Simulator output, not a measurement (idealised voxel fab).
Process module heading - voxel wiring stack
Section shown: cut. Width: 280 nm. Cell size: 5 nm, square.
Square cells in a grid make up a cross-section in this document, and the grid is given as bands, listed from the top down, each one or more rows of cells.
For a band, the entry starts with two heights in nm, that of the top and then that of the bottom, and carries on with the band's materials in order from left to right, each alongside its width in nm; the word "everywhere" beside a single material means it fills the band edge to edge, and "air" means empty space.
The reference from which all heights are counted is 0, the level beneath which the as-received wafer is entirely one material; the lowest band, having no lower bound, proceeds downward and is written after the example "z 0 and below".
The notation "30..40" denotes a width that varies across the rows of cells in the band, beginning at the first number in the top row, finishing at the second number in the bottom row, and changing by an identical amount from each row to the next.
"no modifications" means the step left every cell of the cross-section as it was.
Each empty space that has no open way to the top and spans at least 8 cells appears under "Entrapped void list" as width x height at distance, the distance counted from the left edge, all in nm.
Whatever follows a step's settings on its line is a remark the simulator itself makes about that step.
overlay nm: right-of-plan distance of the mask on a masked step; negative values mean left-of-plan.

Here's what the planned process steps look like:
1 RECEIVE (material Si)
2 CONFORMAL_DEP (material SiO2; thk nm 10)
3 CONFORMAL_DEP (material SiCN; thk nm 5)
4 DIRECTIONAL_DEP (material SiO2; thk nm 25)
5 MASKED_ETCH (tone open; mask id METAL_1; width nm 30; pitch nm 60; etch materials SiO2; depth nm 25; overlay nm 0)
6 MASKED_ETCH (tone open; mask id METAL_1; width nm 30; pitch nm 60; etch materials SiCN; depth nm 5; overlay nm 0)
7 CONFORMAL_DEP (material TiN; thk nm 5)
8 FILL_DEP (material Cu; thk nm 10)
9 CMP (height nm 40)
10 EPI (material Ru; thk nm 5)
11 FILL_DEP (material SiCN; thk nm 5)
12 DIRECTIONAL_DEP (material lowk; thk nm 15)
13 DIRECTIONAL_DEP (material aC; thk nm 10)
14 PATTERN (tone open; mask id PLUG_1; material resist; width nm 15; pitch nm 60; thk nm 25; overlay nm 0)
15 DIRECTIONAL_ETCH (etch materials aC; depth nm 10)
16 STRIP (etch materials resist)
17 DIRECTIONAL_ETCH (etch materials lowk; depth nm 15)
18 DIRECTIONAL_ETCH (etch materials SiCN; depth nm 5)
19 STRIP (etch materials aC)
20 CONFORMAL_DEP (material TiN; thk nm 5)
21 FILL_DEP (material Cu; thk nm 5)
22 CMP (height nm 65)
23 DIRECTIONAL_DEP (material TiN; thk nm 5)
24 DIRECTIONAL_DEP (material W; thk nm 25)
25 MASKED_ETCH (tone cover; mask id METAL_2; width nm 30; pitch nm 60; etch materials W; depth nm 25; overlay nm 0)
26 MASKED_ETCH (tone cover; mask id METAL_2; width nm 30; pitch nm 60; etch materials TiN; depth nm 5; overlay nm 0)
27 CONFORMAL_DEP (material SiN; thk nm 5)
28 FILL_DEP (material lowk; thk nm 10)
29 CMP (height nm 95)
30 CONFORMAL_DEP (material SiCN; thk nm 5)
31 DIRECTIONAL_DEP (material lowk; thk nm 15)
32 DIRECTIONAL_DEP (material aC; thk nm 15)
33 PATTERN (tone open; mask id PLUG_2; material resist; width nm 15; pitch nm 60; thk nm 35; overlay nm 0)
34 DIRECTIONAL_ETCH (etch materials aC; depth nm 15)
35 STRIP (etch materials resist)
36 DIRECTIONAL_ETCH (etch materials lowk; depth nm 15)
37 DIRECTIONAL_ETCH (etch materials SiCN; depth nm 5)
38 STRIP (etch materials aC)
39 CONFORMAL_DEP (material TiN; thk nm 5)
40 FILL_DEP (material Cu; thk nm 10)
41 CMP (height nm 115)
42 DIRECTIONAL_DEP (material TiN; thk nm 5)
43 DIRECTIONAL_DEP (material W; thk nm 25)
44 DIRECTIONAL_DEP (material aC; thk nm 10)
45 PATTERN (tone cover; mask id METAL_3; material resist; width nm 30; pitch nm 60; thk nm 30; overlay nm 0)
46 DIRECTIONAL_ETCH (etch materials aC; depth nm 10)
47 STRIP (etch materials resist)
48 DIRECTIONAL_ETCH (etch materials W; depth nm 25)
49 DIRECTIONAL_ETCH (etch materials TiN; depth nm 5)
50 STRIP (etch materials aC)
51 FILL_DEP (material lowk; thk nm 10)
52 CMP (height nm 145)
53 CONFORMAL_DEP (material SiN; thk nm 5)

As-received state of the wafer in cross-section, equivalent to post-step 1:
z 0 and below: Si everywhere
Entrapped void list: none

What the wafer looks like in cross-section after this module, when it starts as shown above and follows the plan above but one mistake is made in running it:
z 150 to 145: SiN everywhere
z 145 to 120: 95 nm lowk, then 30 nm W, then 30 nm lowk, then 30 nm W, then 95 nm lowk
z 120 to 115: 95 nm lowk, then 30 nm TiN, then 30 nm lowk, then 30 nm TiN, then 95 nm lowk
z 115 to 100: 95 nm lowk, then 5 nm TiN, then 5 nm Cu, then 5 nm TiN, then 45 nm lowk, then 5 nm TiN, then 5 nm Cu, then 5 nm TiN, then 110 nm lowk
z 100 to 95: 95 nm SiCN, then 15 nm TiN, then 45 nm SiCN, then 15 nm TiN, then 110 nm SiCN
z 95 to 75: 85 nm lowk, then 5 nm SiN, then 30 nm W, then 5 nm SiN, then 20 nm lowk, then 5 nm SiN, then 30 nm W, then 5 nm SiN, then 95 nm lowk
z 75 to 70: 85 nm lowk, then 5 nm SiN, then 30 nm W, then 10 nm SiN, then 15 nm lowk, then 5 nm SiN, then 30 nm W, then 10 nm SiN, then 90 nm lowk
z 70 to 65: 90 nm SiN, then 35 nm TiN, then 25 nm SiN, then 35 nm TiN, then 95 nm SiN
z 65 to 50: 95 nm lowk, then 5 nm TiN, then 5 nm Cu, then 5 nm TiN, then 45 nm lowk, then 5 nm TiN, then 5 nm Cu, then 5 nm TiN, then 110 nm lowk
z 50 to 45: 95 nm SiCN, then 15 nm TiN, then 45 nm SiCN, then 15 nm TiN, then 110 nm SiCN
z 45 to 40: 90 nm SiCN, then 40 nm Ru, then 20 nm SiCN, then 40 nm Ru, then 90 nm SiCN
z 40 to 15: 95 nm SiO2, then 5 nm TiN, then 20 nm Cu, then 5 nm TiN, then 30 nm SiO2, then 5 nm TiN, then 20 nm Cu, then 5 nm TiN, then 95 nm SiO2
z 15 to 10: 95 nm SiCN, then 30 nm TiN, then 30 nm SiCN, then 30 nm TiN, then 95 nm SiCN
z 10 to 0: SiO2 everywhere
z 0 and below: Si everywhere
Entrapped void list: none
Plan not followed: so step 25 ended up running with a different setting than we planned, it ran as MASKED_ETCH (tone cover; mask id METAL_2; width nm 30; pitch nm 60; etch materials W; depth nm 25; overlay nm -5)
